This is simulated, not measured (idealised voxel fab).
Process module, titled voxel fin reveal
In the cross-section labelled cut, the width is 235 nm and each square cell is 5 nm.
Throughout this document, each cross-section is represented as a grid of square cells and is presented as a sequence of bands enumerated from the top downward, where a band comprises one or more rows of cells.
First you get the band's top height and its bottom height, in nm, and then the materials it's made of, left to right, with each width in nm. If you see a single material with "everywhere", that one covers the band edge to edge. "empty" is empty space.
For the purposes of this specification, 0 denotes the height below which the wafer in its as-received condition is composed wholly of one material, and the lowermost band, lacking a lower limit, extends downward without end, as expressed in "0 nm and below".
A width such as "30 to 40" changes by the same amount from each row of cells to the next, from the band's top row to its bottom row.
Step marked "changes: none"? Then no cell in the cross-section changed in it.
The label "Sealed cavities" introduces a list of the empty spaces, 8 cells or larger, that have no open way up to the top; each entry in it reads width x height at distance, where the distance is taken from the left edge and all three are stated in nm.
It should be noted that, on the line of a given step, the content following the step's settings is a remark produced by the simulator itself with respect to that step.
The "overlay nm" setting may appear on a step's line; for a step that uses a mask, it gives how far to the right of its planned position the mask lay, and a negative value indicates the left.

STEPS IN THE PROCESS PLAN
- 1: RECEIVE | material Si
- 2: CONFORMAL_DEP | material SiN | thk nm 5
- 3: DIRECTIONAL_DEP | material aC | thk nm 15
- 4: PATTERN | tone cover | mask id FINS | material resist | width nm 15 | pitch nm 45 | thk nm 30 | overlay nm 0
- 5: DIRECTIONAL_ETCH | etch materials aC | depth nm 15
- 6: STRIP | etch materials resist
- 7: DIRECTIONAL_ETCH | etch materials SiN | depth nm 5
- 8: DIRECTIONAL_ETCH | etch materials Si | depth nm 40
- 9: STRIP | etch materials aC
- 10: FILL_DEP | material SiO2 | thk nm 10
- 11: CMP | height nm 5
- 12: SELECTIVE_ETCH | etch materials SiO2 | depth nm 35
- 13: STRIP | etch materials SiN

WAFER AS RECEIVED: CROSS-SECTION FOLLOWING STEP 1
- 0 nm and below  Si everywhere
- Sealed cavities: none

LOOKING AT THE FIRST OF TWO WAFERS IN CROSS-SECTION AT END OF MODULE - RAN TO PLAN
- 0 nm to -30 nm  40 of empty | 15 of Si | 30 of empty | 15 of Si | 30 of empty | 15 of Si | 30 of empty | 15 of Si | 45 of empty
- -30 nm to -40 nm  40 of SiO2 | 15 of Si | 30 of SiO2 | 15 of Si | 30 of SiO2 | 15 of Si | 30 of SiO2 | 15 of Si | 45 of SiO2
- -40 nm and below  Si everywhere
- Sealed cavities: none

WHAT THE SECOND WAFER LOOKS LIKE IN CROSS-SECTION ONCE THE MODULE IS DONE. ITS START AND ITS PLAN MATCHED THE FIRST WAFER'S EXACTLY; WHAT DIFFERED WAS ONE MISTAKE IN HOW IT WAS RUN
- 0 nm to -30 nm  40 of Si | 15 of empty | 30 of Si | 15 of empty | 30 of Si | 15 of empty | 30 of Si | 15 of empty | 45 of Si
- -30 nm to -40 nm  40 of Si | 15 of SiO2 | 30 of Si | 15 of SiO2 | 30 of Si | 15 of SiO2 | 30 of Si | 15 of SiO2 | 45 of Si
- -40 nm and below  Si everywhere
- Sealed cavities: none
Run error: step 4 was processed under conditions differing from the plan, specifically as PATTERN | tone open | mask id FINS | material resist | width nm 15 | pitch nm 45 | thk nm 30 | overlay nm 0
Final cells, second wafer relative to first, materials higher or lower: +184 Si; -46 SiO2
